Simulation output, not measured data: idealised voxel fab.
Name of the process module below: voxel transistor to metal
The cross-section on display is named cut; it measures 210 nm wide, and its cells are 5 nm squares.
Reading order for cross-sections: top band down to bottom band. Underlying form: a grid of square cells. Band size: one or more rows of cells. Per band: top height and bottom height in nm, followed by the left-to-right materials and their widths in nm; "all across" marks a single material spanning edge to edge, "air" marks empty space. Height datum 0, below which the as-received substrate wafer is one material. Lowest band open at the bottom, running downward: "0..down". The two numbers in a width such as "30..40" mark its ends across the band: the first belongs to the top row of cells, the second to the bottom row, and from each row to the next the width moves by the same amount. No cell of the cross-section changed in a step that is given as "remains unaltered". Empty spaces counting at least 8 cells and having no open way to the top are listed in "Catalogued sealed voids". The notation width x height at distance is used for each, the distance being from the left edge and all three values in nm. Read whatever lies past the settings on a step's line as the simulator's own remark about the step. A step's line can hold "overlay nm"; with a mask on that step, the setting says how far right of the planned place the mask lay, while a negative setting says it lay to the left. Guide to the pairs. Each holds a before and an after cross-section around one process step; the after cross-section is cut off at the lowest band that changed. Look under the pair for the step between them and its settings. Pairs can come from different runs of this module on the same starting wafer, so a pair follows on from the one above it only where its entry headed "Before the process" says it does.

Before the process:
  25..15  air 85, SiN 5, SiCN 30, SiN 5, air 85
  15..0  air 85, SiN 5, polySi 30, SiN 5, air 85
  0..-5  SiO2 45, SiN 5, air 35, SiN 5, polySi 30, SiN 5, air 35, SiN 5, SiO2 45
  -5..-10  SiO2 all across
  -10..-35  SiO2 55, Si 100, SiO2 55
  -35..down  Si all across
  Catalogued sealed voids: none

Result of Step:
  25..15  air 85, SiN 5, SiCN 30, SiN 5, air 85
  15..0  air 85, SiN 5, polySi 30, SiN 5, air 85
  0..-5  air 45, SiN 5, air 35, SiN 5, polySi 30, SiN 5, air 35, SiN 5, air 45
  -5..-10  SiO2 50, air 35, SiO2 40, air 35, SiO2 50
  Everything under -10 stays put, no change at all.
  Catalogued sealed voids: none
What was done to get from the upper cross-section to the lower one? DIRECTIONAL_ETCH: etch materials SiO2, depth nm 5

Before the process: This step starts from the configuration shown after the step in the pair immediately above.

Result of Step:
  25..15  air 85, SiN 5, SiCN 30, SiN 5, air 85
  15..0  air 85, SiN 5, polySi 30, SiN 5, air 85
  0..-5  air 45, SiN 5, air 35, SiN 5, polySi 30, SiN 5, air 35, SiN 5, air 45
  -5..-10  SiO2 50, air 35, SiO2 40, air 35, SiO2 50
  -10..-25  SiO2 55, air 30, Si 40, air 30, SiO2 55
  Everything under -25 stays put, no change at all.
  Catalogued sealed voids: none
What was done to get from the upper cross-section to the lower one? DIRECTIONAL_ETCH: etch materials Si, depth nm 15

Before the process: This step starts from the configuration shown after the step in the pair immediately above.

Result of Step:
  25..15  air 85, SiN 5, SiCN 30, SiN 5, air 85
  15..10  air 85, SiN 5, polySi 30, SiN 5, air 85
  10..0  air 65, pSi 20, SiN 5, polySi 30, SiN 5, pSi 20, air 65
  0..-5  air 45, SiN 5, air 15, pSi 20, SiN 5, polySi 30, SiN 5, pSi 20, air 15, SiN 5, air 45
  -5..-10  SiO2 50, pSi 35, SiO2 40, pSi 35, SiO2 50
  -10..-25  SiO2 55, pSi 30, Si 40, pSi 30, SiO2 55
  Everything under -25 stays put, no change at all.
  Catalogued sealed voids: none
What was done to get from the upper cross-section to the lower one? EPI: material pSi, thk nm 20

Before the process: This step starts from the configuration shown after the step in the pair immediately above.

Result of Step:
  35..25  SiO2 all across
  25..15  SiO2 85, SiN 5, SiCN 30, SiN 5, SiO2 85
  15..10  SiO2 85, SiN 5, polySi 30, SiN 5, SiO2 85
  10..0  SiO2 65, pSi 20, SiN 5, polySi 30, SiN 5, pSi 20, SiO2 65
  0..-5  SiO2 45, SiN 5, SiO2 15, pSi 20, SiN 5, polySi 30, SiN 5, pSi 20, SiO2 15, SiN 5, SiO2 45
  Everything under -5 stays put, no change at all.
  Catalogued sealed voids: none
What was done to get from the upper cross-section to the lower one? FILL_DEP: material SiO2, thk nm 10

Before the process: This step starts from the configuration shown after the step in the pair immediately above.

Result of Step:
  15..10  SiO2 85, SiN 5, polySi 30, SiN 5, SiO2 85
  Everything under 10 stays put, no change at all.
  Catalogued sealed voids: none
What was done to get from the upper cross-section to the lower one? CMP: height nm 15

Before the process: This step starts from the configuration shown after the step in the pair immediately above.

Result of Step:
  15..10  SiO2 85, SiN 5, air 30, SiN 5, SiO2 85
  10..0  SiO2 65, pSi 20, SiN 5, air 30, SiN 5, pSi 20, SiO2 65
  0..-5  SiO2 45, SiN 5, SiO2 15, pSi 20, SiN 5, air 30, SiN 5, pSi 20, SiO2 15, SiN 5, SiO2 45
  Everything under -5 stays put, no change at all.
  Catalogued sealed voids: none
What was done to get from the upper cross-section to the lower one? STRIP: etch materials polySi

Before the process: This step starts from the configuration shown after the step in the pair immediately above.

Result of Step:
  15..10  air 85, SiN 5, air 30, SiN 5, air 85
  10..0  SiO2 65, pSi 20, SiN 5, air 30, SiN 5, pSi 20, SiO2 65
  0..-5  SiO2 45, SiN 5, SiO2 15, pSi 20, SiN 5, air 30, SiN 5, pSi 20, SiO2 15, SiN 5, SiO2 45
  -5..-10  SiO2 50, pSi 35, air 40, pSi 35, SiO2 50
  Everything under -10 stays put, no change at all.
  Catalogued sealed voids: none
What was done to get from the upper cross-section to the lower one? SELECTIVE_ETCH: etch materials SiO2, depth nm 5

Before the process: This step starts from the configuration shown after the step in the pair immediately above.

Result of Step:
  20..15  air 80, HfO2 15, air 20, HfO2 15, air 80
  15..10  HfO2 85, SiN 5, HfO2 5, air 20, HfO2 5, SiN 5, HfO2 85
  10..0  SiO2 65, pSi 20, SiN 5, HfO2 5, air 20, HfO2 5, SiN 5, pSi 20, SiO2 65
  0..-5  SiO2 45, SiN 5, SiO2 15, pSi 20, SiN 5, HfO2 5, air 20, HfO2 5, SiN 5, pSi 20, SiO2 15, SiN 5, SiO2 45
  -5..-10  SiO2 50, pSi 35, HfO2 40, pSi 35, SiO2 50
  Everything under -10 stays put, no change at all.
  Catalogued sealed voids: none
What was done to get from the upper cross-section to the lower one? CONFORMAL_DEP: material HfO2, thk nm 5

Before the process: This step starts from the configuration shown after the step in the pair immediately above.

Result of Step:
  25..20  air 75, TiN 25, air 10, TiN 25, air 75
  20..15  TiN 80, HfO2 15, TiN 5, air 10, TiN 5, HfO2 15, TiN 80
  15..10  HfO2 85, SiN 5, HfO2 5, TiN 5, air 10, TiN 5, HfO2 5, SiN 5, HfO2 85
  10..0  SiO2 65, pSi 20, SiN 5, HfO2 5, TiN 5, air 10, TiN 5, HfO2 5, SiN 5, pSi 20, SiO2 65
  0..-5  SiO2 45, SiN 5, SiO2 15, pSi 20, SiN 5, HfO2 5, TiN 20, HfO2 5, SiN 5, pSi 20, SiO2 15, SiN 5, SiO2 45
  Everything under -5 stays put, no change at all.
  Catalogued sealed voids: none
What was done to get from the upper cross-section to the lower one? CONFORMAL_DEP: material TiN, thk nm 5

Before the process: This step starts from the configuration shown after the step in the pair immediately above.

Result of Step:
  35..25  W all across
  25..20  W 75, TiN 25, W 10, TiN 25, W 75
  20..15  TiN 80, HfO2 15, TiN 5, W 10, TiN 5, HfO2 15, TiN 80
  15..10  HfO2 85, SiN 5, HfO2 5, TiN 5, W 10, TiN 5, HfO2 5, SiN 5, HfO2 85
  10..0  SiO2 65, pSi 20, SiN 5, HfO2 5, TiN 5, W 10, TiN 5, HfO2 5, SiN 5, pSi 20, SiO2 65
  Everything under 0 stays put, no change at all.
  Catalogued sealed voids: none
What was done to get from the upper cross-section to the lower one? FILL_DEP: material W, thk nm 10

Before the process: This step starts from the configuration shown after the step in the pair immediately above.

Result of Step:
  10..0  SiO2 65, pSi 20, SiN 5, HfO2 5, TiN 5, W 10, TiN 5, HfO2 5, SiN 5, pSi 20, SiO2 65
  Everything under 0 stays put, no change at all.
  Catalogued sealed voids: none
What was done to get from the upper cross-section to the lower one? CMP: height nm 10

Before the process: This step starts from the configuration shown after the step in the pair immediately above.

Result of Step:
  25..10  SiO2 all across
  Everything under 10 stays put, no change at all.
  Catalogued sealed voids: none
What was done to get from the upper cross-section to the lower one? DIRECTIONAL_DEP: material SiO2, thk nm 15

Before the process: This step starts from the configuration shown after the step in the pair immediately above.

Result of Step:
  25..10  SiO2 60, air 15, SiO2 60, air 15, SiO2 60
  10..0  SiO2 60, air 5, pSi 20, SiN 5, HfO2 5, TiN 5, W 10, TiN 5, HfO2 5, SiN 5, pSi 20, air 5, SiO2 60
  0..-5  SiO2 45, SiN 5, SiO2 10, air 5, pSi 20, SiN 5, HfO2 5, TiN 20, HfO2 5, SiN 5, pSi 20, air 5, SiO2 10, SiN 5, SiO2 45
  Everything under -5 stays put, no change at all.
  Catalogued sealed voids: none
What was done to get from the upper cross-section to the lower one? MASKED_ETCH: tone open, mask id CONTACT, width nm 15, pitch nm 75, etch materials SiO2, depth nm 30, overlay nm 0

Before the process: This step starts from the configuration shown after the step in the pair immediately above.

Result of Step:
  30..25  TiN 65, air 5, TiN 70, air 5, TiN 65
  25..15  SiO2 60, TiN 5, air 5, TiN 5, SiO2 60, TiN 5, air 5, TiN 5, SiO2 60
  15..10  SiO2 60, TiN 15, SiO2 60, TiN 15, SiO2 60
  10..0  SiO2 60, TiN 5, pSi 20, SiN 5, HfO2 5, TiN 5, W 10, TiN 5, HfO2 5, SiN 5, pSi 20, TiN 5, SiO2 60
  0..-5  SiO2 45, SiN 5, SiO2 10, TiN 5, pSi 20, SiN 5, HfO2 5, TiN 20, HfO2 5, SiN 5, pSi 20, TiN 5, SiO2 10, SiN 5, SiO2 45
  Everything under -5 stays put, no change at all.
  Catalogued sealed voids: none
What was done to get from the upper cross-section to the lower one? CONFORMAL_DEP: material TiN, thk nm 5

Before the process: This step starts from the configuration shown after the step in the pair immediately above.

Result of Step:
  35..30  Ru all across
  30..25  TiN 65, Ru 5, TiN 70, Ru 5, TiN 65
  25..15  SiO2 60, TiN 5, Ru 5, TiN 5, SiO2 60, TiN 5, Ru 5, TiN 5, SiO2 60
  Everything under 15 stays put, no change at all.
  Catalogued sealed voids: none
What was done to get from the upper cross-section to the lower one? FILL_DEP: material Ru, thk nm 5

Before the process: This step starts from the configuration shown after the step in the pair immediately above.

Result of Step:
  25..15  SiO2 60, TiN 5, Ru 5, TiN 5, SiO2 60, TiN 5, Ru 5, TiN 5, SiO2 60
  Everything under 15 stays put, no change at all.
  Catalogued sealed voids: none
What was done to get from the upper cross-section to the lower one? CMP: height nm 25

Before the process: This step starts from the configuration shown after the step in the pair immediately above.

Result of Step:
  30..25  TiN all across
  Everything under 25 stays put, no change at all.
  Catalogued sealed voids: none
What was done to get from the upper cross-section to the lower one? DIRECTIONAL_DEP: material TiN, thk nm 5

Before the process: This step starts from the configuration shown after the step in the pair immediately above.

Result of Step:
  50..30  Ru all across
  Everything under 30 stays put, no change at all.
  Catalogued sealed voids: none
What was done to get from the upper cross-section to the lower one? DIRECTIONAL_DEP: material Ru, thk nm 20

Before the process: This step starts from the configuration shown after the step in the pair immediately above.

Result of Step:
  65..50  aC all across
  Everything under 50 stays put, no change at all.
  Catalogued sealed voids: none
What was done to get from the upper cross-section to the lower one? DIRECTIONAL_DEP: material aC, thk nm 15

Before the process: This step starts from the configuration shown after the step in the pair immediately above.

Result of Step:
  100..65  air 60, resist 15, air 60, resist 15, air 60
  Everything under 65 stays put, no change at all.
  Catalogued sealed voids: none
What was done to get from the upper cross-section to the lower one? PATTERN: tone cover, mask id METAL_1, material resist, width nm 15, pitch nm 75, thk nm 35, overlay nm 0

Before the process: This step starts from the configuration shown after the step in the pair immediately above.

Result of Step:
  85..65  air 60, resist 15, air 60, resist 15, air 60
  65..50  air 60, aC 15, air 60, aC 15, air 60
  Everything under 50 stays put, no change at all.
  Catalogued sealed voids: none
What was done to get from the upper cross-section to the lower one? DIRECTIONAL_ETCH: etch materials aC, depth nm 15

Before the process: This step starts from the configuration shown after the step in the pair immediately above.

Result of Step:
  65..50  air 60, aC 15, air 60, aC 15, air 60
  Everything under 50 stays put, no change at all.
  Catalogued sealed voids: none
What was done to get from the upper cross-section to the lower one? STRIP: etch materials resist

Before the process: This step starts from the configuration shown after the step in the pair immediately above.

Result of Step:
  65..50  air 60, aC 15, air 60, aC 15, air 60
  50..30  air 60, Ru 15, air 60, Ru 15, air 60
  Everything under 30 stays put, no change at all.
  Catalogued sealed voids: none
What was done to get from the upper cross-section to the lower one? DIRECTIONAL_ETCH: etch materials Ru, depth nm 20

Before the process: This step starts from the configuration shown after the step in the pair immediately above.

Result of Step:
  65..50  air 60, aC 15, air 60, aC 15, air 60
  50..30  air 60, Ru 15, air 60, Ru 15, air 60
  30..25  air 60, TiN 15, air 60, TiN 15, air 60
  Everything under 25 stays put, no change at all.
  Catalogued sealed voids: none
What was done to get from the upper cross-section to the lower one? DIRECTIONAL_ETCH: etch materials TiN, depth nm 5

Before the process: This step starts from the configuration shown after the step in the pair immediately above.

Result of Step:
  50..30  air 60, Ru 15, air 60, Ru 15, air 60
  Everything under 30 stays put, no change at all.
  Catalogued sealed voids: none
What was done to get from the upper cross-section to the lower one? STRIP: etch materials aC

Before the process: This step starts from the configuration shown after the step in the pair immediately above.

Result of Step:
  55..50  lowk all across
  50..30  lowk 60, Ru 15, lowk 60, Ru 15, lowk 60
  30..25  lowk 60, TiN 15, lowk 60, TiN 15, lowk 60
  Everything under 25 stays put, no change at all.
  Catalogued sealed voids: none
What was done to get from the upper cross-section to the lower one? FILL_DEP: material lowk, thk nm 5

Before the process: This step starts from the configuration shown after the step in the pair immediately above.

Result of Step:
  50..30  lowk 60, Ru 15, lowk 60, Ru 15, lowk 60
  Everything under 30 stays put, no change at all.
  Catalogued sealed voids: none
What was done to get from the upper cross-section to the lower one? CMP: height nm 50

Before the process: This step starts from the configuration shown after the step in the pair immediately above.

Result of Step:
  55..50  SiN all across
  Everything under 50 stays put, no change at all.
  Catalogued sealed voids: none
What was done to get from the upper cross-section to the lower one? CONFORMAL_DEP: material SiN, thk nm 5

Before the process:
  10..0  SiN all across
  0..-5  SiO2 all across
  -5..down  Si all across
  Catalogued sealed voids: none

Result of Step:
  30..10  air 45, resist 120, air 45
  Everything under 10 stays put, no change at all.
  Catalogued sealed voids: none
What was done to get from the upper cross-section to the lower one? PATTERN: tone cover, mask id ACTIVE, material resist, width nm 120, thk nm 20, overlay nm 0

Before the process: This step starts from the configuration shown after the step in the pair immediately above.

Result of Step:
  30..10  air 45, resist 120, air 45
  10..0  air 45, SiN 120, air 45
  Everything under 0 stays put, no change at all.
  Catalogued sealed voids: none
What was done to get from the upper cross-section to the lower one? DIRECTIONAL_ETCH: etch materials SiN, depth nm 10

Before the process: This step starts from the configuration shown after the step in the pair immediately above.

Result of Step:
  30..10  air 45, resist 120, air 45
  10..0  air 45, SiN 120, air 45
  0..-5  air 45, SiO2 120, air 45
  Everything under -5 stays put, no change at all.
  Catalogued sealed voids: none
What was done to get from the upper cross-section to the lower one? DIRECTIONAL_ETCH: etch materials SiO2, depth nm 5

Before the process: This step starts from the configuration shown after the step in the pair immediately above.

Result of Step:
  30..10  air 45, resist 120, air 45
  10..0  air 45, SiN 120, air 45
  0..-5  air 45, SiO2 120, air 45
  -5..-35  air 45, Si 120, air 45
  Everything under -35 stays put, no change at all.
  Catalogued sealed voids: none
What was done to get from the upper cross-section to the lower one? DIRECTIONAL_ETCH: etch materials Si, depth nm 30

Before the process: This step starts from the configuration shown after the step in the pair immediately above.

Result of Step:
  10..0  air 45, SiN 120, air 45
  Everything under 0 stays put, no change at all.
  Catalogued sealed voids: none
What was done to get from the upper cross-section to the lower one? STRIP: etch materials resist

Before the process: This step starts from the configuration shown after the step in the pair immediately above.

Result of Step:
  10..0  air 45, SiN 120, air 45
  0..-5  air 45, SiO2 120, air 45
  -5..-35  air 45, SiO2 5, Si 110, SiO2 5, air 45
  -35..-40  SiO2 50, Si 110, SiO2 50
  Everything under -40 stays put, no change at all.
  Catalogued sealed voids: none
What was done to get from the upper cross-section to the lower one? OXIDIZE: depth nm 5

Before the process: This step starts from the configuration shown after the step in the pair immediately above.

Result of Step:
  20..10  SiO2 all across
  10..0  SiO2 45, SiN 120, SiO2 45
  0..-5  SiO2 all across
  -5..-40  SiO2 50, Si 110, SiO2 50
  Everything under -40 stays put, no change at all.
  Catalogued sealed voids: none
What was done to get from the upper cross-section to the lower one? FILL_DEP: material SiO2, thk nm 10

Before the process: This step starts from the configuration shown after the step in the pair immediately above.

Result of Step:
  10..0  SiO2 45, SiN 120, SiO2 45
  Everything under 0 stays put, no change at all.
  Catalogued sealed voids: none
What was done to get from the upper cross-section to the lower one? CMP: height nm 10

Before the process: This step starts from the configuration shown after the step in the pair immediately above.

Result of Step:
  10..5  air 45, SiN 120, air 45
  Everything under 5 stays put, no change at all.
  Catalogued sealed voids: none
What was done to get from the upper cross-section to the lower one? SELECTIVE_ETCH: etch materials SiO2, depth nm 5

Before the process: This step starts from the configuration shown after the step in the pair immediately above.

Result of Step:
  5..0  SiO2 45, air 120, SiO2 45
  Everything under 0 stays put, no change at all.
  Catalogued sealed voids: none
What was done to get from the upper cross-section to the lower one? STRIP: etch materials SiN

Before the process: This step starts from the configuration shown after the step in the pair immediately above.

Result of Step:
  0..-5  SiO2 40, air 130, SiO2 40
  Everything under -5 stays put, no change at all.
  Catalogued sealed voids: none
What was done to get from the upper cross-section to the lower one? SELECTIVE_ETCH: etch materials SiO2, depth nm 5

Before the process: This step starts from the configuration shown after the step in the pair immediately above.

Result of Step:
  0..-5  SiO2 40, air 130, SiO2 40
  -5..-10  SiO2 all across
  Everything under -10 stays put, no change at all.
  Catalogued sealed voids: none
What was done to get from the upper cross-section to the lower one? OXIDIZE: depth nm 5

Before the process: This step starts from the configuration shown after the step in the pair immediately above.

Result of Step:
  20..15  polySi 40, air 130, polySi 40
  15..0  polySi all across
  0..-5  SiO2 40, polySi 130, SiO2 40
  Everything under -5 stays put, no change at all.
  Catalogued sealed voids: none
What was done to get from the upper cross-section to the lower one? DIRECTIONAL_DEP: material polySi, thk nm 20

Before the process: This step starts from the configuration shown after the step in the pair immediately above.

Result of Step:
  30..25  SiCN 40, air 130, SiCN 40
  25..20  SiCN all across
  20..15  polySi 40, SiCN 130, polySi 40
  Everything under 15 stays put, no change at all.
  Catalogued sealed voids: none
What was done to get from the upper cross-section to the lower one? DIRECTIONAL_DEP: material SiCN, thk nm 10

Before the process: This step starts from the configuration shown after the step in the pair immediately above.

Result of Step:
  25..20  air 90, SiCN 30, air 90
  20..15  polySi 40, air 50, SiCN 30, air 50, polySi 40
  Everything under 15 stays put, no change at all.
  Catalogued sealed voids: none
What was done to get from the upper cross-section to the lower one? MASKED_ETCH: tone cover, mask id GATE, width nm 30, etch materials SiCN, depth nm 20, overlay nm 0

Before the process: This step starts from the configuration shown after the step in the pair immediately above.

Result of Step:
  25..15  air 90, SiCN 30, air 90
  15..0  air 90, polySi 30, air 90
  0..-5  SiO2 40, air 50, polySi 30, air 50, SiO2 40
  Everything under -5 stays put, no change at all.
  Catalogued sealed voids: none
What was done to get from the upper cross-section to the lower one? MASKED_ETCH: tone cover, mask id GATE, width nm 30, etch materials polySi, depth nm 30, overlay nm 0

Before the process: This step starts from the configuration shown after the step in the pair immediately above.

Result of Step:
  30..25  air 85, SiN 40, air 85
  25..15  air 85, SiN 5, SiCN 30, SiN 5, air 85
  15..5  air 85, SiN 5, polySi 30, SiN 5, air 85
  5..0  SiN 45, air 40, SiN 5, polySi 30, SiN 5, air 40, SiN 45
  0..-5  SiO2 40, SiN 50, polySi 30, SiN 50, SiO2 40
  Everything under -5 stays put, no change at all.
  Catalogued sealed voids: none
What was done to get from the upper cross-section to the lower one? CONFORMAL_DEP: material SiN, thk nm 5

Before the process: This step starts from the configuration shown after the step in the pair immediately above.

Result of Step:
  25..15  air 85, SiN 5, SiCN 30, SiN 5, air 85
  15..0  air 85, SiN 5, polySi 30, SiN 5, air 85
  0..-5  SiO2 40, SiN 5, air 40, SiN 5, polySi 30, SiN 5, air 40, SiN 5, SiO2 40
  Everything under -5 stays put, no change at all.
  Catalogued sealed voids: none
What was done to get from the upper cross-section to the lower one? DIRECTIONAL_ETCH: etch materials SiN, depth nm 5

Before the process: This step starts from the configuration shown after the step in the pair immediately above.

Result of Step:
  25..15  air 85, SiN 5, SiCN 30, SiN 5, air 85
  15..0  air 85, SiN 5, polySi 30, SiN 5, air 85
  0..-5  air 40, SiN 5, air 40, SiN 5, polySi 30, SiN 5, air 40, SiN 5, air 40
  -5..-10  SiO2 45, air 40, SiO2 40, air 40, SiO2 45
  Everything under -10 stays put, no change at all.
  Catalogued sealed voids: none
What was done to get from the upper cross-section to the lower one? DIRECTIONAL_ETCH: etch materials SiO2, depth nm 5

Before the process: This step starts from the configuration shown after the step in the pair immediately above.

Result of Step:
  25..15  air 85, SiN 5, SiCN 30, SiN 5, air 85
  15..0  air 85, SiN 5, polySi 30, SiN 5, air 85
  0..-5  air 40, SiN 5, air 40, SiN 5, polySi 30, SiN 5, air 40, SiN 5, air 40
  -5..-10  SiO2 45, air 40, SiO2 40, air 40, SiO2 45
  -10..-25  SiO2 50, air 35, Si 40, air 35, SiO2 50
  Everything under -25 stays put, no change at all.
  Catalogued sealed voids: none
What was done to get from the upper cross-section to the lower one? DIRECTIONAL_ETCH: etch materials Si, depth nm 15

Before the process: This step starts from the configuration shown after the step in the pair immediately above.

Result of Step:
  25..15  air 85, SiN 5, SiCN 30, SiN 5, air 85
  15..10  air 85, SiN 5, polySi 30, SiN 5, air 85
  10..0  air 65, pSi 20, SiN 5, polySi 30, SiN 5, pSi 20, air 65
  0..-5  air 40, SiN 5, air 20, pSi 20, SiN 5, polySi 30, SiN 5, pSi 20, air 20, SiN 5, air 40
  -5..-10  SiO2 45, pSi 40, SiO2 40, pSi 40, SiO2 45
  -10..-25  SiO2 50, pSi 35, Si 40, pSi 35, SiO2 50
  Everything under -25 stays put, no change at all.
  Catalogued sealed voids: none
What was done to get from the upper cross-section to the lower one? EPI: material pSi, thk nm 20

Before the process: This step starts from the configuration shown after the step in the pair immediately above.

Result of Step:
  35..25  SiO2 all across
  25..15  SiO2 85, SiN 5, SiCN 30, SiN 5, SiO2 85
  15..10  SiO2 85, SiN 5, polySi 30, SiN 5, SiO2 85
  10..0  SiO2 65, pSi 20, SiN 5, polySi 30, SiN 5, pSi 20, SiO2 65
  0..-5  SiO2 40, SiN 5, SiO2 20, pSi 20, SiN 5, polySi 30, SiN 5, pSi 20, SiO2 20, SiN 5, SiO2 40
  Everything under -5 stays put, no change at all.
  Catalogued sealed voids: none
What was done to get from the upper cross-section to the lower one? FILL_DEP: material SiO2, thk nm 10

Before the process: This step starts from the configuration shown after the step in the pair immediately above.

Result of Step:
  15..10  SiO2 85, SiN 5, polySi 30, SiN 5, SiO2 85
  Everything under 10 stays put, no change at all.
  Catalogued sealed voids: none
What was done to get from the upper cross-section to the lower one? CMP: height nm 15

Before the process: This step starts from the configuration shown after the step in the pair immediately above.

Result of Step:
  15..10  SiO2 85, SiN 5, air 30, SiN 5, SiO2 85
  10..0  SiO2 65, pSi 20, SiN 5, air 30, SiN 5, pSi 20, SiO2 65
  0..-5  SiO2 40, SiN 5, SiO2 20, pSi 20, SiN 5, air 30, SiN 5, pSi 20, SiO2 20, SiN 5, SiO2 40
  Everything under -5 stays put, no change at all.
  Catalogued sealed voids: none
What was done to get from the upper cross-section to the lower one? STRIP: etch materials polySi

Before the process: This step starts from the configuration shown after the step in the pair immediately above.

Result of Step:
  15..10  air 85, SiN 5, air 30, SiN 5, air 85
  10..0  SiO2 65, pSi 20, SiN 5, air 30, SiN 5, pSi 20, SiO2 65
  0..-5  SiO2 40, SiN 5, SiO2 20, pSi 20, SiN 5, air 30, SiN 5, pSi 20, SiO2 20, SiN 5, SiO2 40
  -5..-10  SiO2 45, pSi 40, air 40, pSi 40, SiO2 45
  Everything under -10 stays put, no change at all.
  Catalogued sealed voids: none
What was done to get from the upper cross-section to the lower one? SELECTIVE_ETCH: etch materials SiO2, depth nm 5

Before the process: This step starts from the configuration shown after the step in the pair immediately above.

Result of Step:
  20..15  air 80, HfO2 15, air 20, HfO2 15, air 80
  15..10  HfO2 85, SiN 5, HfO2 5, air 20, HfO2 5, SiN 5, HfO2 85
  10..0  SiO2 65, pSi 20, SiN 5, HfO2 5, air 20, HfO2 5, SiN 5, pSi 20, SiO2 65
  0..-5  SiO2 40, SiN 5, SiO2 20, pSi 20, SiN 5, HfO2 5, air 20, HfO2 5, SiN 5, pSi 20, SiO2 20, SiN 5, SiO2 40
  -5..-10  SiO2 45, pSi 40, HfO2 40, pSi 40, SiO2 45
  Everything under -10 stays put, no change at all.
  Catalogued sealed voids: none
What was done to get from the upper cross-section to the lower one? CONFORMAL_DEP: material HfO2, thk nm 5

Before the process: This step starts from the configuration shown after the step in the pair immediately above.

Result of Step:
  25..20  air 75, TiN 25, air 10, TiN 25, air 75
  20..15  TiN 80, HfO2 15, TiN 5, air 10, TiN 5, HfO2 15, TiN 80
  15..10  HfO2 85, SiN 5, HfO2 5, TiN 5, air 10, TiN 5, HfO2 5, SiN 5, HfO2 85
  10..0  SiO2 65, pSi 20, SiN 5, HfO2 5, TiN 5, air 10, TiN 5, HfO2 5, SiN 5, pSi 20, SiO2 65
  0..-5  SiO2 40, SiN 5, SiO2 20, pSi 20, SiN 5, HfO2 5, TiN 20, HfO2 5, SiN 5, pSi 20, SiO2 20, SiN 5, SiO2 40
  Everything under -5 stays put, no change at all.
  Catalogued sealed voids: none
What was done to get from the upper cross-section to the lower one? CONFORMAL_DEP: material TiN, thk nm 5

Before the process: This step starts from the configuration shown after the step in the pair immediately above.

Result of Step:
  35..25  W all across
  25..20  W 75, TiN 25, W 10, TiN 25, W 75
  20..15  TiN 80, HfO2 15, TiN 5, W 10, TiN 5, HfO2 15, TiN 80
  15..10  HfO2 85, SiN 5, HfO2 5, TiN 5, W 10, TiN 5, HfO2 5, SiN 5, HfO2 85
  10..0  SiO2 65, pSi 20, SiN 5, HfO2 5, TiN 5, W 10, TiN 5, HfO2 5, SiN 5, pSi 20, SiO2 65
  Everything under 0 stays put, no change at all.
  Catalogued sealed voids: none
What was done to get from the upper cross-section to the lower one? FILL_DEP: material W, thk nm 10

Before the process: This step starts from the configuration shown after the step in the pair immediately above.

Result of Step:
  10..0  SiO2 65, pSi 20, SiN 5, HfO2 5, TiN 5, W 10, TiN 5, HfO2 5, SiN 5, pSi 20, SiO2 65
  Everything under 0 stays put, no change at all.
  Catalogued sealed voids: none
What was done to get from the upper cross-section to the lower one? CMP: height nm 10

Before the process: This step starts from the configuration shown after the step in the pair immediately above.

Result of Step:
  25..10  SiO2 all across
  Everything under 10 stays put, no change at all.
  Catalogued sealed voids: none
What was done to get from the upper cross-section to the lower one? DIRECTIONAL_DEP: material SiO2, thk nm 15

Before the process: This step starts from the configuration shown after the step in the pair immediately above.

Result of Step:
  25..10  SiO2 60, air 15, SiO2 60, air 15, SiO2 60
  10..0  SiO2 60, air 5, pSi 20, SiN 5, HfO2 5, TiN 5, W 10, TiN 5, HfO2 5, SiN 5, pSi 20, air 5, SiO2 60
  0..-5  SiO2 40, SiN 5, SiO2 15, air 5, pSi 20, SiN 5, HfO2 5, TiN 20, HfO2 5, SiN 5, pSi 20, air 5, SiO2 15, SiN 5, SiO2 40
  Everything under -5 stays put, no change at all.
  Catalogued sealed voids: none
What was done to get from the upper cross-section to the lower one? MASKED_ETCH: tone open, mask id CONTACT, width nm 15, pitch nm 75, etch materials SiO2, depth nm 30, overlay nm 0

Before the process: This step starts from the configuration shown after the step in the pair immediately above.

Result of Step:
  30..25  TiN 65, air 5, TiN 70, air 5, TiN 65
  25..15  SiO2 60, TiN 5, air 5, TiN 5, SiO2 60, TiN 5, air 5, TiN 5, SiO2 60
  15..10  SiO2 60, TiN 15, SiO2 60, TiN 15, SiO2 60
  10..0  SiO2 60, TiN 5, pSi 20, SiN 5, HfO2 5, TiN 5, W 10, TiN 5, HfO2 5, SiN 5, pSi 20, TiN 5, SiO2 60
  0..-5  SiO2 40, SiN 5, SiO2 15, TiN 5, pSi 20, SiN 5, HfO2 5, TiN 20, HfO2 5, SiN 5, pSi 20, TiN 5, SiO2 15, SiN 5, SiO2 40
  Everything under -5 stays put, no change at all.
  Catalogued sealed voids: none
What was done to get from the upper cross-section to the lower one? CONFORMAL_DEP: material TiN, thk nm 5

Before the process: This step starts from the configuration shown after the step in the pair immediately above.

Result of Step:
  35..30  Ru all across
  30..25  TiN 65, Ru 5, TiN 70, Ru 5, TiN 65
  25..15  SiO2 60, TiN 5, Ru 5, TiN 5, SiO2 60, TiN 5, Ru 5, TiN 5, SiO2 60
  Everything under 15 stays put, no change at all.
  Catalogued sealed voids: none
What was done to get from the upper cross-section to the lower one? FILL_DEP: material Ru, thk nm 5

Before the process: This step starts from the configuration shown after the step in the pair immediately above.

Result of Step:
  25..15  SiO2 60, TiN 5, Ru 5, TiN 5, SiO2 60, TiN 5, Ru 5, TiN 5, SiO2 60
  Everything under 15 stays put, no change at all.
  Catalogued sealed voids: none
What was done to get from the upper cross-section to the lower one? CMP: height nm 25

Before the process: This step starts from the configuration shown after the step in the pair immediately above.

Result of Step:
  30..25  TiN all across
  Everything under 25 stays put, no change at all.
  Catalogued sealed voids: none
What was done to get from the upper cross-section to the lower one? DIRECTIONAL_DEP: material TiN, thk nm 5

Before the process: This step starts from the configuration shown after the step in the pair immediately above.

Result of Step:
  50..30  Ru all across
  Everything under 30 stays put, no change at all.
  Catalogued sealed voids: none
What was done to get from the upper cross-section to the lower one? DIRECTIONAL_DEP: material Ru, thk nm 20

Before the process: This step starts from the configuration shown after the step in the pair immediately above.

Result of Step:
  65..50  aC all across
  Everything under 50 stays put, no change at all.
  Catalogued sealed voids: none
What was done to get from the upper cross-section to the lower one? DIRECTIONAL_DEP: material aC, thk nm 15

Before the process: This step starts from the configuration shown after the step in the pair immediately above.

Result of Step:
  100..65  air 60, resist 15, air 60, resist 15, air 60
  Everything under 65 stays put, no change at all.
  Catalogued sealed voids: none
What was done to get from the upper cross-section to the lower one? PATTERN: tone cover, mask id METAL_1, material resist, width nm 15, pitch nm 75, thk nm 35, overlay nm 0
